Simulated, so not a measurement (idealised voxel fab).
process module | voxel tone inversion
Section cut is 300 nm wide and gridded with 5 nm square cells.
Think of the cross-section as a grid of square cells. We describe it in bands, top to bottom, and each band covers one or more rows of those cells. Per band: top height and bottom height in nm, followed by the left-to-right materials and their widths in nm; "everywhere" marks a single material spanning edge to edge, "empty" marks empty space. Height reference: 0 = level under which incoming wafer is all one material. Lowest band: no bottom, runs on downward, e.g. "0 and below". When a width is written as two numbers, as in "30..40", the first number is the width in the top row of cells of the band and the second is the width in its bottom row, and the width changes by the same amount from each row to the next. "same as before" for a step: no cell of the cross-section changed in that step. Any empty space of 8 cells or more lacking an open way to the top shows up in "Fully sealed voids" as width x height at distance, distance from the left edge, in nm. If you see something after the settings on a step's line, that's the simulator's own remark about that step. overlay nm: where the mask lay relative to plan, measured to the right, on steps with a mask; negatives go left.

So here's the lineup of process steps we planned:
1,RECEIVE [material Si]
2,CONFORMAL_DEP [material SiN] [thk nm 5]
3,DIRECTIONAL_DEP [material aC] [thk nm 20]
4,PATTERN [tone cover] [mask id POSTS] [material resist] [width nm 25] [pitch nm 45] [thk nm 25] [overlay nm 0]
5,DIRECTIONAL_ETCH [etch materials aC] [depth nm 20]
6,STRIP [etch materials resist]
7,FILL_DEP [material SiO2] [thk nm 10]
8,CMP [height nm 25]
9,STRIP [etch materials aC]

Cross-sectional view of the wafer in its as-received condition, corresponding to the state after step 1:
> 0 and below: Si everywhere
> Fully sealed voids: none

Here's the wafer cut in cross-section after the module, started and planned just like above, except one thing was done wrong in the run:
> 25 down to 5: SiO2 75, then empty 20, then SiO2 25, then empty 20, then SiO2 25, then empty 20, then SiO2 25, then empty 20, then SiO2 70
> 5 down to 0: SiN everywhere
> 0 and below: Si everywhere
> Fully sealed voids: none
It is concluded that the wafer was processed incorrectly with respect to the plan, in that heads up, step 4 didn't go per plan, it actually ran as PATTERN [tone cover] [mask id POSTS] [material resist] [width nm 20] [pitch nm 45] [thk nm 25] [overlay nm 0]
